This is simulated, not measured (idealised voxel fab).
The process module presented herein is designated voxel released beams.
Pictured: cross-section cut, 220 nm wide, on a grid of 5 nm square cells.
In this document a cross-section is written as a grid of square cells. It is given as a series of bands, listed from the top down, and a band is one or more rows of cells. Read a band's entry like this: the first values are the height of its top and the height of its bottom in nm, and what follows is the sequence of materials from left to right, each with its width in nm. Note that "empty" is empty space, and that a single material marked "throughout" reaches across the band from edge to edge. Convention: height 0 is the level below which the wafer, as received, is all one material. The lowest band does not terminate at the bottom but continues downward, represented as "0 and below". Width "30->40": first value at the band's top row of cells, second value at its bottom row, equal change from row to row. Step marked "no change occurred"? Then no cell in the cross-section changed in it. Closed-off voids of 8+ cells (no open route to the top) go in "Closed void entries", written width x height at distance from the left edge, in nm. Anything after a step's settings on that line? It's the simulator's own note about the step. The line of a step may include "overlay nm". On a step with a mask, this value is how far to the right of its planned place the mask lay. A negative value means the mask lay to the left.

# plan
1. RECEIVE: material Si
2. CONFORMAL_DEP: material SiN, thk nm 5
3. DIRECTIONAL_DEP: material SiO2, thk nm 20
4. PATTERN: tone open, mask id ANCHOR, material resist, width nm 30, thk nm 15, overlay nm 0
5. DIRECTIONAL_ETCH: etch materials SiO2, depth nm 20
6. STRIP: etch materials resist
7. CONFORMAL_DEP: material polySi, thk nm 10
8. PATTERN: tone cover, mask id BEAM, material resist, width nm 95, thk nm 15, overlay nm 0
9. DIRECTIONAL_ETCH: etch materials polySi, depth nm 10
10. STRIP: etch materials resist
11. STRIP: etch materials SiO2

# First of the two wafers, run per plan

# Shown in cross-section is the wafer as received, that is, as it stands after step 1
0 and below = Si throughout
Closed void entries: none

# The following cross-section depicts the wafer upon completion of step 2
5 down to 0 = SiN throughout
Unchanged below 0.

# The following cross-section depicts the wafer upon completion of step 3
25 down to 5 = SiO2 throughout
Unchanged below 5.

# The following cross-section depicts the wafer upon completion of step 4
40 down to 25 = resist=65 / empty=30 / resist=125
Unchanged below 25.

# The following cross-section depicts the wafer upon completion of step 5
40 down to 25 = resist=65 / empty=30 / resist=125
25 down to 5 = SiO2=65 / empty=30 / SiO2=125
Unchanged below 5.

# The following cross-section depicts the wafer upon completion of step 6
25 down to 5 = SiO2=65 / empty=30 / SiO2=125
Unchanged below 5.

# The following cross-section depicts the wafer upon completion of step 7
35 down to 25 = polySi=75 / empty=10 / polySi=135
25 down to 15 = SiO2=65 / polySi=10 / empty=10 / polySi=10 / SiO2=125
15 down to 5 = SiO2=65 / polySi=30 / SiO2=125
Unchanged below 5.

# The following cross-section depicts the wafer upon completion of step 8
50 down to 35 = empty=60 / resist=95 / empty=65
35 down to 25 = polySi=75 / resist=10 / polySi=135
25 down to 15 = SiO2=65 / polySi=10 / resist=10 / polySi=10 / SiO2=125
Unchanged below 15.

# The following cross-section depicts the wafer upon completion of step 9
50 down to 35 = empty=60 / resist=95 / empty=65
35 down to 25 = empty=60 / polySi=15 / resist=10 / polySi=70 / empty=65
Unchanged below 25.

# The following cross-section depicts the wafer upon completion of step 10
35 down to 25 = empty=60 / polySi=15 / empty=10 / polySi=70 / empty=65
25 down to 15 = SiO2=65 / polySi=10 / empty=10 / polySi=10 / SiO2=125
Unchanged below 15.

# The following cross-section depicts the wafer upon completion of step 11
35 down to 25 = empty=60 / polySi=15 / empty=10 / polySi=70 / empty=65
25 down to 15 = empty=65 / polySi=10 / empty=10 / polySi=10 / empty=125
15 down to 5 = empty=65 / polySi=30 / empty=125
Unchanged below 5.

# The remaining wafer, second of the two, started like the first and was run to the same plan, except that one mistake was made along the way; the two coincide through step 2, inclusive

# Cross-section of the second wafer at the time step 3 of the plan should have ended
15 down to 5 = SiO2 throughout
Unchanged below 5.

# Cross-section of the second wafer at the time step 4 of the plan should have ended
30 down to 15 = resist=65 / empty=30 / resist=125
Unchanged below 15.

# Cross-section of the second wafer at the time step 5 of the plan should have ended
30 down to 15 = resist=65 / empty=30 / resist=125
15 down to 5 = SiO2=65 / empty=30 / SiO2=125
Unchanged below 5.

# Cross-section of the second wafer at the time step 6 of the plan should have ended
15 down to 5 = SiO2=65 / empty=30 / SiO2=125
Unchanged below 5.

# Cross-section of the second wafer at the time step 7 of the plan should have ended
25 down to 15 = polySi=75 / empty=10 / polySi=135
15 down to 5 = SiO2=65 / polySi=30 / SiO2=125
Unchanged below 5.

# Cross-section of the second wafer at the time step 8 of the plan should have ended
40 down to 25 = empty=60 / resist=95 / empty=65
25 down to 15 = polySi=75 / resist=10 / polySi=135
Unchanged below 15.

# Cross-section of the second wafer at the time step 9 of the plan should have ended
40 down to 25 = empty=60 / resist=95 / empty=65
25 down to 15 = empty=60 / polySi=15 / resist=10 / polySi=70 / empty=65
Unchanged below 15.

# Cross-section of the second wafer at the time step 10 of the plan should have ended
25 down to 15 = empty=60 / polySi=15 / empty=10 / polySi=70 / empty=65
Unchanged below 15.

# Cross-section of the second wafer at the time step 11 of the plan should have ended
25 down to 15 = empty=60 / polySi=15 / empty=10 / polySi=70 / empty=65
15 down to 5 = empty=65 / polySi=30 / empty=125
Unchanged below 5.
Short version of what went wrong: note that step 3 departed from the planned setting and was carried out as DIRECTIONAL_DEP: material SiO2, thk nm 10
At the finish, the second wafer shows more or fewer cells for some materials than the first does: -8 polySi
